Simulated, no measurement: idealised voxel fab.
Process module under the name voxel released beams
Section cut is 195 nm wide and gridded with 5 nm square cells.
A cross-section is written here as square cells arranged in a grid, and it is given in bands from the top down, each band taking up one or more rows of cells.
Band: top height; bottom height; in nm. Then, left to right: material with width in nm, for each material. "everywhere": a single material spanning edge to edge. "empty": empty space.
Heights are reckoned from 0. Under this level, the received wafer is all of one material. The bottommost band is open-ended downward, for example "z 0 and below".
It should be noted that a width expressed as "30..40" varies in equal increments from row to row of cells within the band, taking the value of the first number at the top row and that of the second number at the bottom row.
Step marked "nothing was modified"? Then no cell in the cross-section changed in it.
Entry "Closed cavity list". Content: empty spaces with no open connection to the top, size 8 cells or greater. Each: width x height at distance. Distance: from left edge. Unit: nm.
after a step's settings: what the simulator itself notes on the step
A step line may carry the setting "overlay nm", which, for steps involving a mask, states the distance by which the mask lay to the right of its intended position; negative values denote displacement to the left.
Everything after this point is organized in pairs: a cross-section before one process step, a cross-section after it that shows only as deep as the lowest changed band, and, under the pair, the intervening step with its settings. Because different runs of this module on the same starting wafer can supply different pairs, a pair continues from the pair above it only if its entry headed "Status before step" says so.
Status before step
    z 0 and below | Si everywhere
    Closed cavity list: none
Structure After Step
    z 5 to 0 | SiN everywhere
    Below 0, no change.
    Closed cavity list: none
It is this step that lies between the two cross-sections above: CONFORMAL_DEP with material SiN, thk nm 5
Status before step: the state before this step is the cross-section shown after the step in the pair just above.
Structure After Step
    z 20 to 5 | SiO2 everywhere
    Below 5, no change.
    Closed cavity list: none
It is this step that lies between the two cross-sections above: DIRECTIONAL_DEP with material SiO2, thk nm 15
Status before step: the state before this step is the cross-section shown after the step in the pair just above.
Structure After Step
    z 30 to 20 | aC everywhere
    Below 20, no change.
    Closed cavity list: none
It is this step that lies between the two cross-sections above: DIRECTIONAL_DEP with material aC, thk nm 10
Status before step: the state before this step is the cross-section shown after the step in the pair just above.
Structure After Step
    z 60 to 30 | 40 nm resist, then 35 nm empty, then 120 nm resist
    Below 30, no change.
    Closed cavity list: none
It is this step that lies between the two cross-sections above: PATTERN with tone open, mask id ANCHOR, material resist, width nm 35, thk nm 30, overlay nm 0
Status before step: the state before this step is the cross-section shown after the step in the pair just above.
Structure After Step
    z 50 to 30 | 40 nm resist, then 35 nm empty, then 120 nm resist
    z 30 to 20 | 40 nm aC, then 35 nm empty, then 120 nm aC
    Below 20, no change.
    Closed cavity list: none
It is this step that lies between the two cross-sections above: DIRECTIONAL_ETCH with etch materials aC, depth nm 10
Status before step: the state before this step is the cross-section shown after the step in the pair just above.
Structure After Step
    z 30 to 20 | 40 nm aC, then 35 nm empty, then 120 nm aC
    Below 20, no change.
    Closed cavity list: none
It is this step that lies between the two cross-sections above: STRIP with etch materials resist
Status before step: the state before this step is the cross-section shown after the step in the pair just above.
Structure After Step
    z 30 to 20 | 40 nm aC, then 35 nm empty, then 120 nm aC
    z 20 to 5 | 40 nm SiO2, then 35 nm empty, then 120 nm SiO2
    Below 5, no change.
    Closed cavity list: none
It is this step that lies between the two cross-sections above: DIRECTIONAL_ETCH with etch materials SiO2, depth nm 15
Status before step: the state before this step is the cross-section shown after the step in the pair just above.
Structure After Step
    z 20 to 5 | 40 nm SiO2, then 35 nm empty, then 120 nm SiO2
    Below 5, no change.
    Closed cavity list: none
It is this step that lies between the two cross-sections above: STRIP with etch materials aC
Status before step: the state before this step is the cross-section shown after the step in the pair just above.
Structure After Step
    z 35 to 20 | 55 nm polySi, then 5 nm empty, then 135 nm polySi
    z 20 to 5 | 40 nm SiO2, then 35 nm polySi, then 120 nm SiO2
    Below 5, no change.
    Closed cavity list: none
It is this step that lies between the two cross-sections above: CONFORMAL_DEP with material polySi, thk nm 15
Status before step: the state before this step is the cross-section shown after the step in the pair just above.
Structure After Step
    z 35 to 20 | 35 nm empty, then 20 nm polySi, then 5 nm empty, then 95 nm polySi, then 40 nm empty
    Below 20, no change.
    Closed cavity list: none
It is this step that lies between the two cross-sections above: MASKED_ETCH with tone cover, mask id BEAM, width nm 120, etch materials polySi, depth nm 15, overlay nm 0
Status before step: the state before this step is the cross-section shown after the step in the pair just above.
Structure After Step
    z 35 to 20 | 35 nm empty, then 20 nm polySi, then 5 nm empty, then 95 nm polySi, then 40 nm empty
    z 20 to 5 | 40 nm empty, then 35 nm polySi, then 120 nm empty
    Below 5, no change.
    Closed cavity list: none
It is this step that lies between the two cross-sections above: STRIP with etch materials SiO2
Status before step
    z 0 and below | Si everywhere
    Closed cavity list: none
Structure After Step
    z 15 to 0 | SiO2 everywhere
    Below 0, no change.
    Closed cavity list: none
It is this step that lies between the two cross-sections above: DIRECTIONAL_DEP with material SiO2, thk nm 15
Status before step: the state before this step is the cross-section shown after the step in the pair just above.
Structure After Step
    z 25 to 15 | aC everywhere
    Below 15, no change.
    Closed cavity list: none
It is this step that lies between the two cross-sections above: DIRECTIONAL_DEP with material aC, thk nm 10
Status before step: the state before this step is the cross-section shown after the step in the pair just above.
Structure After Step
    z 55 to 25 | 40 nm resist, then 35 nm empty, then 120 nm resist
    Below 25, no change.
    Closed cavity list: none
It is this step that lies between the two cross-sections above: PATTERN with tone open, mask id ANCHOR, material resist, width nm 35, thk nm 30, overlay nm 0
Status before step: the state before this step is the cross-section shown after the step in the pair just above.
Structure After Step
    z 45 to 25 | 40 nm resist, then 35 nm empty, then 120 nm resist
    z 25 to 15 | 40 nm aC, then 35 nm empty, then 120 nm aC
    Below 15, no change.
    Closed cavity list: none
It is this step that lies between the two cross-sections above: DIRECTIONAL_ETCH with etch materials aC, depth nm 10
Status before step: the state before this step is the cross-section shown after the step in the pair just above.
Structure After Step
    z 25 to 15 | 40 nm aC, then 35 nm empty, then 120 nm aC
    Below 15, no change.
    Closed cavity list: none
It is this step that lies between the two cross-sections above: STRIP with etch materials resist
Status before step: the state before this step is the cross-section shown after the step in the pair just above.
Structure After Step
    z 25 to 15 | 40 nm aC, then 35 nm empty, then 120 nm aC
    z 15 to 0 | 40 nm SiO2, then 35 nm empty, then 120 nm SiO2
    Below 0, no change.
    Closed cavity list: none
It is this step that lies between the two cross-sections above: DIRECTIONAL_ETCH with etch materials SiO2, depth nm 15
Status before step: the state before this step is the cross-section shown after the step in the pair just above.
Structure After Step
    z 15 to 0 | 40 nm SiO2, then 35 nm empty, then 120 nm SiO2
    Below 0, no change.
    Closed cavity list: none
It is this step that lies between the two cross-sections above: STRIP with etch materials aC
Status before step: the state before this step is the cross-section shown after the step in the pair just above.
Structure After Step
    z 30 to 15 | 55 nm polySi, then 5 nm empty, then 135 nm polySi
    z 15 to 0 | 40 nm SiO2, then 35 nm polySi, then 120 nm SiO2
    Below 0, no change.
    Closed cavity list: none
It is this step that lies between the two cross-sections above: CONFORMAL_DEP with material polySi, thk nm 15
Status before step: the state before this step is the cross-section shown after the step in the pair just above.
Structure After Step
    z 30 to 15 | 35 nm empty, then 20 nm polySi, then 5 nm empty, then 95 nm polySi, then 40 nm empty
    Below 15, no change.
    Closed cavity list: none
It is this step that lies between the two cross-sections above: MASKED_ETCH with tone cover, mask id BEAM, width nm 120, etch materials polySi, depth nm 15, overlay nm 0
Status before step: the state before this step is the cross-section shown after the step in the pair just above.
Structure After Step
    z 30 to 15 | 35 nm empty, then 20 nm polySi, then 5 nm empty, then 95 nm polySi, then 40 nm empty
    z 15 to 0 | 40 nm empty, then 35 nm polySi, then 120 nm empty
    Below 0, no change.
    Closed cavity list: none
It is this step that lies between the two cross-sections above: STRIP with etch materials SiO2
Status before step
    z 35 to 20 | 55 nm polySi, then 5 nm empty, then 135 nm polySi
    z 20 to 5 | 40 nm SiO2, then 35 nm polySi, then 120 nm SiO2
    z 5 to 0 | SiN everywhere
    z 0 and below | Si everywhere
    Closed cavity list: none
Structure After Step
    z 50 to 20 | polySi everywhere
    Below 20, no change.
    Closed cavity list: none
It is this step that lies between the two cross-sections above: CONFORMAL_DEP with material polySi, thk nm 15
Status before step: the state before this step is the cross-section shown after the step in the pair just above.
Structure After Step
    z 50 to 35 | 35 nm empty, then 120 nm polySi, then 40 nm empty
    Below 35, no change.
    Closed cavity list: none
It is this step that lies between the two cross-sections above: MASKED_ETCH with tone cover, mask id BEAM, width nm 120, etch materials polySi, depth nm 15, overlay nm 0
Status before step
    z 15 to 0 | SiO2 everywhere
    z 0 and below | Si everywhere
    Closed cavity list: none
Structure After Step
    z 20 to 15 | SiN everywhere
    Below 15, no change.
    Closed cavity list: none
It is this step that lies between the two cross-sections above: CONFORMAL_DEP with material SiN, thk nm 5
Status before step: the state before this step is the cross-section shown after the step in the pair just above.
Structure After Step
    z 30 to 20 | aC everywhere
    Below 20, no change.
    Closed cavity list: none
It is this step that lies between the two cross-sections above: DIRECTIONAL_DEP with material aC, thk nm 10
Status before step: the state before this step is the cross-section shown after the step in the pair just above.
Structure After Step
    z 60 to 30 | 40 nm resist, then 35 nm empty, then 120 nm resist
    Below 30, no change.
    Closed cavity list: none
It is this step that lies between the two cross-sections above: PATTERN with tone open, mask id ANCHOR, material resist, width nm 35, thk nm 30, overlay nm 0
Status before step: the state before this step is the cross-section shown after the step in the pair just above.
Structure After Step
    z 50 to 30 | 40 nm resist, then 35 nm empty, then 120 nm resist
    z 30 to 20 | 40 nm aC, then 35 nm empty, then 120 nm aC
    Below 20, no change.
    Closed cavity list: none
It is this step that lies between the two cross-sections above: DIRECTIONAL_ETCH with etch materials aC, depth nm 10
Status before step: the state before this step is the cross-section shown after the step in the pair just above.
Structure After Step
    z 30 to 20 | 40 nm aC, then 35 nm empty, then 120 nm aC
    Below 20, no change.
    Closed cavity list: none
It is this step that lies between the two cross-sections above: STRIP with etch materials resist
Status before step: the state before this step is the cross-section shown after the step in the pair just above.
Structure After Step
    z 20 to 15 | SiN everywhere
    Below 15, no change.
    Closed cavity list: none
It is this step that lies between the two cross-sections above: STRIP with etch materials aC
Status before step: the state before this step is the cross-section shown after the step in the pair just above.
Structure After Step
    z 35 to 20 | polySi everywhere
    Below 20, no change.
    Closed cavity list: none
It is this step that lies between the two cross-sections above: CONFORMAL_DEP with material polySi, thk nm 15
Status before step: the state before this step is the cross-section shown after the step in the pair just above.
Structure After Step
    z 35 to 20 | 35 nm empty, then 120 nm polySi, then 40 nm empty
    Below 20, no change.
    Closed cavity list: none
It is this step that lies between the two cross-sections above: MASKED_ETCH with tone cover, mask id BEAM, width nm 120, etch materials polySi, depth nm 15, overlay nm 0
Status before step
    z 20 to 5 | 40 nm SiO2, then 35 nm empty, then 120 nm SiO2
    z 5 to 0 | SiN everywhere
    z 0 and below | Si everywhere
    Closed cavity list: none
Structure After Step
    z 25 to 20 | 45 nm polySi, then 25 nm empty, then 125 nm polySi
    z 20 to 10 | 40 nm SiO2, then 5 nm polySi, then 25 nm empty, then 5 nm polySi, then 120 nm SiO2
    z 10 to 5 | 40 nm SiO2, then 35 nm polySi, then 120 nm SiO2
    Below 5, no change.
    Closed cavity list: none
It is this step that lies between the two cross-sections above: CONFORMAL_DEP with material polySi, thk nm 5
Status before step: the state before this step is the cross-section shown after the step in the pair just above.
Structure After Step
    z 25 to 20 | 35 nm empty, then 10 nm polySi, then 25 nm empty, then 85 nm polySi, then 40 nm empty
    Below 20, no change.
    Closed cavity list: none
It is this step that lies between the two cross-sections above: MASKED_ETCH with tone cover, mask id BEAM, width nm 120, etch materials polySi, depth nm 15, overlay nm 0
Status before step: the state before this step is the cross-section shown after the step in the pair just above.
Structure After Step
    z 25 to 20 | 35 nm empty, then 10 nm polySi, then 25 nm empty, then 85 nm polySi, then 40 nm empty
    z 20 to 10 | 40 nm empty, then 5 nm polySi, then 25 nm empty, then 5 nm polySi, then 120 nm empty
    z 10 to 5 | 40 nm empty, then 35 nm polySi, then 120 nm empty
    Below 5, no change.
    Closed cavity list: none
It is this step that lies between the two cross-sections above: STRIP with etch materials SiO2
Status before step
    z 30 to 20 | aC everywhere
    z 20 to 5 | SiO2 everywhere
    z 5 to 0 | SiN everywhere
    z 0 and below | Si everywhere
    Closed cavity list: none
Structure After Step
    z 60 to 30 | 45 nm resist, then 25 nm empty, then 125 nm resist
    Below 30, no change.
    Closed cavity list: none
It is this step that lies between the two cross-sections above: PATTERN with tone open, mask id ANCHOR, material resist, width nm 25, thk nm 30, overlay nm 0
Status before step: the state before this step is the cross-section shown after the step in the pair just above.
Structure After Step
    z 50 to 30 | 45 nm resist, then 25 nm empty, then 125 nm resist
    z 30 to 20 | 45 nm aC, then 25 nm empty, then 125 nm aC
    Below 20, no change.
    Closed cavity list: none
It is this step that lies between the two cross-sections above: DIRECTIONAL_ETCH with etch materials aC, depth nm 10
Status before step: the state before this step is the cross-section shown after the step in the pair just above.
Structure After Step
    z 30 to 20 | 45 nm aC, then 25 nm empty, then 125 nm aC
    Below 20, no change.
    Closed cavity list: none
It is this step that lies between the two cross-sections above: STRIP with etch materials resist
Status before step: the state before this step is the cross-section shown after the step in the pair just above.
Structure After Step
    z 30 to 20 | 45 nm aC, then 25 nm empty, then 125 nm aC
    z 20 to 5 | 45 nm SiO2, then 25 nm empty, then 125 nm SiO2
    Below 5, no change.
    Closed cavity list: none
It is this step that lies between the two cross-sections above: DIRECTIONAL_ETCH with etch materials SiO2, depth nm 15
Status before step: the state before this step is the cross-section shown after the step in the pair just above.
Structure After Step
    z 20 to 5 | 45 nm SiO2, then 25 nm empty, then 125 nm SiO2
    Below 5, no change.
    Closed cavity list: none
It is this step that lies between the two cross-sections above: STRIP with etch materials aC
Status before step: the state before this step is the cross-section shown after the step in the pair just above.
Structure After Step
    z 35 to 20 | polySi everywhere
    z 20 to 5 | 45 nm SiO2, then 25 nm polySi, then 125 nm SiO2
    Below 5, no change.
    Closed cavity list: none
It is this step that lies between the two cross-sections above: CONFORMAL_DEP with material polySi, thk nm 15
Status before step: the state before this step is the cross-section shown after the step in the pair just above.
Structure After Step
    z 35 to 20 | 35 nm empty, then 120 nm polySi, then 40 nm empty
    Below 20, no change.
    Closed cavity list: none
It is this step that lies between the two cross-sections above: MASKED_ETCH with tone cover, mask id BEAM, width nm 120, etch materials polySi, depth nm 15, overlay nm 0
Status before step: the state before this step is the cross-section shown after the step in the pair just above.
Structure After Step
    z 35 to 20 | 35 nm empty, then 120 nm polySi, then 40 nm empty
    z 20 to 5 | 45 nm empty, then 25 nm polySi, then 125 nm empty
    Below 5, no change.
    Closed cavity list: none
It is this step that lies between the two cross-sections above: STRIP with etch materials SiO2
Status before step
    z 30 to 20 | aC everywhere
    z 20 to 5 | SiO2 everywhere
    z 5 to 0 | SiN everywhere
    z 0 and below | Si everywhere
    Closed cavity list: none
Structure After Step
    z 60 to 30 | 35 nm resist, then 35 nm empty, then 125 nm resist
    Below 30, no change.
    Closed cavity list: none
It is this step that lies between the two cross-sections above: PATTERN with tone open, mask id ANCHOR, material resist, width nm 35, thk nm 30, overlay nm -5
Status before step: the state before this step is the cross-section shown after the step in the pair just above.
Structure After Step
    z 50 to 30 | 35 nm resist, then 35 nm empty, then 125 nm resist
    z 30 to 20 | 35 nm aC, then 35 nm empty, then 125 nm aC
    Below 20, no change.
    Closed cavity list: none
It is this step that lies between the two cross-sections above: DIRECTIONAL_ETCH with etch materials aC, depth nm 10
Status before step: the state before this step is the cross-section shown after the step in the pair just above.
Structure After Step
    z 30 to 20 | 35 nm aC, then 35 nm empty, then 125 nm aC
    Below 20, no change.
    Closed cavity list: none
It is this step that lies between the two cross-sections above: STRIP with etch materials resist
Status before step: the state before this step is the cross-section shown after the step in the pair just above.
Structure After Step
    z 30 to 20 | 35 nm aC, then 35 nm empty, then 125 nm aC
    z 20 to 5 | 35 nm SiO2, then 35 nm empty, then 125 nm SiO2
    Below 5, no change.
    Closed cavity list: none
It is this step that lies between the two cross-sections above: DIRECTIONAL_ETCH with etch materials SiO2, depth nm 15
Status before step: the state before this step is the cross-section shown after the step in the pair just above.
Structure After Step
    z 20 to 5 | 35 nm SiO2, then 35 nm empty, then 125 nm SiO2
    Below 5, no change.
    Closed cavity list: none
It is this step that lies between the two cross-sections above: STRIP with etch materials aC
Status before step: the state before this step is the cross-section shown after the step in the pair just above.
Structure After Step
    z 35 to 20 | 50 nm polySi, then 5 nm empty, then 140 nm polySi
    z 20 to 5 | 35 nm SiO2, then 35 nm polySi, then 125 nm SiO2
    Below 5, no change.
    Closed cavity list: none
It is this step that lies between the two cross-sections above: CONFORMAL_DEP with material polySi, thk nm 15
Status before step: the state before this step is the cross-section shown after the step in the pair just above.
Structure After Step
    z 35 to 20 | 35 nm empty, then 15 nm polySi, then 5 nm empty, then 100 nm polySi, then 40 nm empty
    Below 20, no change.
    Closed cavity list: none
It is this step that lies between the two cross-sections above: MASKED_ETCH with tone cover, mask id BEAM, width nm 120, etch materials polySi, depth nm 15, overlay nm 0
Status before step: the state before this step is the cross-section shown after the step in the pair just above.
Structure After Step
    z 35 to 20 | 35 nm empty, then 15 nm polySi, then 5 nm empty, then 100 nm polySi, then 40 nm empty
    z 20 to 5 | 35 nm empty, then 35 nm polySi, then 125 nm empty
    Below 5, no change.
    Closed cavity list: none
It is this step that lies between the two cross-sections above: STRIP with etch materials SiO2
Status before step
    z 5 to 0 | SiN everywhere
    z 0 and below | Si everywhere
    Closed cavity list: none
Structure After Step
    z 20 to 5 | polySi everywhere
    Below 5, no change.
    Closed cavity list: none
It is this step that lies between the two cross-sections above: DIRECTIONAL_DEP with material polySi, thk nm 15
Status before step: the state before this step is the cross-section shown after the step in the pair just above.
Structure After Step
    z 30 to 20 | aC everywhere
    Below 20, no change.
    Closed cavity list: none
It is this step that lies between the two cross-sections above: DIRECTIONAL_DEP with material aC, thk nm 10
Status before step: the state before this step is the cross-section shown after the step in the pair just above.
Structure After Step
    z 60 to 30 | 40 nm resist, then 35 nm empty, then 120 nm resist
    Below 30, no change.
    Closed cavity list: none
It is this step that lies between the two cross-sections above: PATTERN with tone open, mask id ANCHOR, material resist, width nm 35, thk nm 30, overlay nm 0
Status before step: the state before this step is the cross-section shown after the step in the pair just above.
Structure After Step
    z 50 to 30 | 40 nm resist, then 35 nm empty, then 120 nm resist
    z 30 to 20 | 40 nm aC, then 35 nm empty, then 120 nm aC
    Below 20, no change.
    Closed cavity list: none
It is this step that lies between the two cross-sections above: DIRECTIONAL_ETCH with etch materials aC, depth nm 10
Status before step: the state before this step is the cross-section shown after the step in the pair just above.
Structure After Step
    z 30 to 20 | 40 nm aC, then 35 nm empty, then 120 nm aC
    Below 20, no change.
    Closed cavity list: none
It is this step that lies between the two cross-sections above: STRIP with etch materials resist
Status before step: the state before this step is the cross-section shown after the step in the pair just above.
Structure After Step
    z 20 to 5 | polySi everywhere
    Below 5, no change.
    Closed cavity list: none
It is this step that lies between the two cross-sections above: STRIP with etch materials aC
Status before step: the state before this step is the cross-section shown after the step in the pair just above.
Structure After Step
    z 35 to 5 | polySi everywhere
    Below 5, no change.
    Closed cavity list: none
It is this step that lies between the two cross-sections above: CONFORMAL_DEP with material polySi, thk nm 15
Status before step: the state before this step is the cross-section shown after the step in the pair just above.
Structure After Step
    z 35 to 20 | 35 nm empty, then 120 nm polySi, then 40 nm empty
    Below 20, no change.
    Closed cavity list: none
It is this step that lies between the two cross-sections above: MASKED_ETCH with tone cover, mask id BEAM, width nm 120, etch materials polySi, depth nm 15, overlay nm 0
Status before step
    z 30 to 20 | aC everywhere
    z 20 to 5 | SiO2 everywhere
    z 5 to 0 | SiN everywhere
    z 0 and below | Si everywhere
    Closed cavity list: none
Structure After Step
    z 60 to 30 | 40 nm empty, then 35 nm resist, then 120 nm empty
    Below 30, no change.
    Closed cavity list: none
It is this step that lies between the two cross-sections above: PATTERN with tone cover, mask id ANCHOR, material resist, width nm 35, thk nm 30, overlay nm 0
Status before step: the state before this step is the cross-section shown after the step in the pair just above.
Structure After Step
    z 50 to 30 | 40 nm empty, then 35 nm resist, then 120 nm empty
    z 30 to 20 | 40 nm empty, then 35 nm aC, then 120 nm empty
    Below 20, no change.
    Closed cavity list: none
It is this step that lies between the two cross-sections above: DIRECTIONAL_ETCH with etch materials aC, depth nm 10
Status before step: the state before this step is the cross-section shown after the step in the pair just above.
Structure After Step
    z 30 to 20 | 40 nm empty, then 35 nm aC, then 120 nm empty
    Below 20, no change.
    Closed cavity list: none
It is this step that lies between the two cross-sections above: STRIP with etch materials resist
Status before step: the state before this step is the cross-section shown after the step in the pair just above.
Structure After Step
    z 30 to 20 | 40 nm empty, then 35 nm aC, then 120 nm empty
    z 20 to 5 | 40 nm empty, then 35 nm SiO2, then 120 nm empty
    Below 5, no change.
    Closed cavity list: none
It is this step that lies between the two cross-sections above: DIRECTIONAL_ETCH with etch materials SiO2, depth nm 15
Status before step: the state before this step is the cross-section shown after the step in the pair just above.
Structure After Step
    z 20 to 5 | 40 nm empty, then 35 nm SiO2, then 120 nm empty
    Below 5, no change.
    Closed cavity list: none
It is this step that lies between the two cross-sections above: STRIP with etch materials aC
Status before step: the state before this step is the cross-section shown after the step in the pair just above.
Structure After Step
    z 35 to 20 | 25 nm empty, then 65 nm polySi, then 105 nm empty
    z 20 to 5 | 40 nm polySi, then 35 nm SiO2, then 120 nm polySi
    Below 5, no change.
    Closed cavity list: none
It is this step that lies between the two cross-sections above: CONFORMAL_DEP with material polySi, thk nm 15
Status before step: the state before this step is the cross-section shown after the step in the pair just above.
Structure After Step
    z 35 to 20 | 35 nm empty, then 55 nm polySi, then 105 nm empty
    z 20 to 5 | 25 nm empty, then 15 nm polySi, then 35 nm SiO2, then 80 nm polySi, then 40 nm empty
    Below 5, no change.
    Closed cavity list: none
It is this step that lies between the two cross-sections above: MASKED_ETCH with tone cover, mask id BEAM, width nm 120, etch materials polySi, depth nm 15, overlay nm 0
